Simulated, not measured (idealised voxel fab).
You're looking at the process module voxel lift off.
Displayed cross-section: cut, width of 220 nm, square cells sized 5 nm.
The cross-sections in this document take the form of a grid made of square cells. They are written out as bands, in order from top to bottom. Each band consists of one or more rows of cells.
It is stipulated that each band's entry specify, in nanometres, the height of the top of the band and then that of its bottom, followed by the materials of the band in left-to-right sequence, each together with its width in nanometres. A single material marked by the word "full width" is understood to fill the band from edge to edge; the word "empty" is understood to denote empty space.
Height datum 0, below which the as-received substrate wafer is one material. Lowest band open at the bottom, running downward: "0 nm and below".
Think of "30..40" as a width that walks from the first number to the second as you go down the band, top row to bottom row, taking equal-sized steps from row to row.
Step marked "stayed the same"? Then no cell in the cross-section changed in it.
The entry titled "Entrapped void list" provides the empty spaces that have no open way to the top, restricted to those of 8 cells or more. Each is presented as width x height at distance, the distance being measured from the left edge, with all three in nm.
Step line, after settings: the simulator's comment on this step.
overlay nm: right-of-plan distance of the mask on a masked step; negative values mean left-of-plan.
The following list gives the planned process steps:
1: RECEIVE (material Si)
2: CONFORMAL_DEP (material SiN; thk nm 5)
3: PATTERN (tone open; mask id LINES; material resist; width nm 25; pitch nm 50; thk nm 20; overlay nm 0)
4: DIRECTIONAL_DEP (material Ru; thk nm 10)
5: STRIP (etch materials resist)
6: CONFORMAL_DEP (material SiCN; thk nm 10)
Cross-section of the wafer at receipt, which is the condition after step 1:
	0 nm and below = Si full width
	Entrapped void list: none
End state of the module in cross-section, given the above starting point and plan and one mistake in execution:
	25 nm to 15 nm = empty=15 / SiCN=45 / empty=5 / SiCN=45 / empty=5 / SiCN=45 / empty=5 / SiCN=45 / empty=10
	15 nm to 5 nm = SiCN=25 / Ru=25 / SiCN=25 / Ru=25 / SiCN=25 / Ru=25 / SiCN=25 / Ru=25 / SiCN=20
	5 nm to 0 nm = SiN full width
	0 nm and below = Si full width
	Entrapped void list: none
In executing the process, a mistake was made relative to the plan: planned and actual differ for step 3; actual: PATTERN (tone open; mask id LINES; material resist; width nm 25; pitch nm 50; thk nm 20; overlay nm 5)
